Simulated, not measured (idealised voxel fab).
You're looking at the process module voxel gate over fins.
We display cut, a cross-section 190 nm in width whose square cells are each 5 nm.
Reading order for cross-sections: top band down to bottom band. Underlying form: a grid of square cells. Band size: one or more rows of cells. A band entry consists of two parts. The first gives the height of the band's top and the height of its bottom, in nm. The rest lists the band's materials from left to right, each with its width in nm. A single material labelled with the word "edge to edge" fills the band from edge to edge, and the word "blank" marks empty space. Where do heights start? At 0: under that level the wafer as delivered is made of one material only. And the lowest band has no floor; it just carries on downward, as in "top 0, no bottom". The expression "30 to 40" gives the width at the extremes of the band, the first number at its top row of cells and the second at its bottom row, with the width changing by equal amounts from each row to the next in between. Any step labelled "nothing altered" changed none of the cells in the cross-section. Closed-off voids of 8+ cells (no open route to the top) go in "Sealed internal cavities", written width x height at distance from the left edge, in nm. Read whatever lies past the settings on a step's line as the simulator's own remark about the step. overlay nm: mask right of planned place by this much (step with mask). Neg. = left.
Intended process steps
| 1 | RECEIVE with material Si |
| 2 | CONFORMAL_DEP with material SiN, thk nm 10 |
| 3 | PATTERN with tone cover, mask id FINS, material resist, width nm 15, pitch nm 50, thk nm 20, overlay nm 0 |
| 4 | DIRECTIONAL_ETCH with etch materials SiN, depth nm 10 |
| 5 | DIRECTIONAL_ETCH with etch materials Si, depth nm 30 |
| 6 | STRIP with etch materials resist |
| 7 | FILL_DEP with material SiO2, thk nm 5 |
| 8 | CMP with height nm 10 |
| 9 | PATTERN with tone open, mask id RAIL, material resist, width nm 15, thk nm 15, overlay nm 0 |
| 10 | DIRECTIONAL_ETCH with etch materials SiO2, depth nm 35 |
| 11 | STRIP with etch materials resist |
| 12 | CONFORMAL_DEP with material TiN, thk nm 5 |
| 13 | FILL_DEP with material Ru, thk nm 5 |
| 14 | CMP with height nm 10 |
| 15 | SELECTIVE_ETCH with etch materials W Ru TiN, depth nm 25 |
| 16 | FILL_DEP with material SiO2, thk nm 5 |
| 17 | CMP with height nm 10 |
| 18 | SELECTIVE_ETCH with etch materials SiO2, depth nm 20 |
| 19 | STRIP with etch materials SiN |
| 20 | CONFORMAL_DEP with material HfO2, thk nm 5 |
| 21 | CONFORMAL_DEP with material TiN, thk nm 5 |
| 22 | FILL_DEP with material W, thk nm 10 |
| 23 | CMP with height nm 15 |
| 24 | CONFORMAL_DEP with material SiCN, thk nm 10 |
As received (post step 1): cross-section
* top 0, no bottom = Si edge to edge
* Sealed internal cavities: none
End-of-module cross-section of the first of two wafers, processed as planned
* top 25, bottom 15 = SiCN edge to edge
* top 15, bottom 10 = W edge to edge
* top 10, bottom 5 = 50 of W / 35 of TiN / 15 of W / 35 of TiN / 55 of W
* top 5, bottom 0 = 50 of W / 5 of TiN / 25 of HfO2 / 5 of TiN / 15 of W / 5 of TiN / 25 of HfO2 / 5 of TiN / 55 of W
* top 0, bottom -5 = 55 of TiN / 5 of HfO2 / 15 of Si / 5 of HfO2 / 25 of TiN / 5 of HfO2 / 15 of Si / 5 of HfO2 / 60 of TiN
* top -5, bottom -10 = 60 of HfO2 / 15 of Si / 35 of HfO2 / 15 of Si / 65 of HfO2
* top -10, bottom -15 = 60 of SiO2 / 15 of Si / 35 of SiO2 / 15 of Si / 65 of SiO2
* top -15, bottom -20 = 60 of SiO2 / 15 of Si / 10 of SiO2 / 5 of TiN / 5 of Ru / 5 of TiN / 10 of SiO2 / 15 of Si / 65 of SiO2
* top -20, bottom -25 = 60 of SiO2 / 15 of Si / 10 of SiO2 / 15 of TiN / 10 of SiO2 / 15 of Si / 65 of SiO2
* top -25, bottom -30 = 60 of SiO2 / 15 of Si / 35 of SiO2 / 15 of Si / 65 of SiO2
* top -30, no bottom = Si edge to edge
* Sealed internal cavities: none
Here's the second of our two wafers sectioned at module end. Same start as the first, same plan, but one mistake got made running it
* top 20, bottom 15 = SiCN edge to edge
* top 15, bottom 10 = W edge to edge
* top 10, bottom 5 = 50 of W / 35 of TiN / 15 of W / 35 of TiN / 55 of W
* top 5, bottom 0 = 50 of W / 5 of TiN / 25 of HfO2 / 5 of TiN / 15 of W / 5 of TiN / 25 of HfO2 / 5 of TiN / 55 of W
* top 0, bottom -5 = 55 of TiN / 5 of HfO2 / 15 of Si / 5 of HfO2 / 25 of TiN / 5 of HfO2 / 15 of Si / 5 of HfO2 / 60 of TiN
* top -5, bottom -10 = 60 of HfO2 / 15 of Si / 35 of HfO2 / 15 of Si / 65 of HfO2
* top -10, bottom -15 = 60 of SiO2 / 15 of Si / 35 of SiO2 / 15 of Si / 65 of SiO2
* top -15, bottom -20 = 60 of SiO2 / 15 of Si / 10 of SiO2 / 5 of TiN / 5 of Ru / 5 of TiN / 10 of SiO2 / 15 of Si / 65 of SiO2
* top -20, bottom -25 = 60 of SiO2 / 15 of Si / 10 of SiO2 / 15 of TiN / 10 of SiO2 / 15 of Si / 65 of SiO2
* top -25, bottom -30 = 60 of SiO2 / 15 of Si / 35 of SiO2 / 15 of Si / 65 of SiO2
* top -30, no bottom = Si edge to edge
* Sealed internal cavities: none
Finding, execution versus plan: step 24 changed vs plan, executed as CONFORMAL_DEP with material SiCN, thk nm 5
Final cells, second wafer relative to first, materials higher or lower: 38 fewer of SiCN
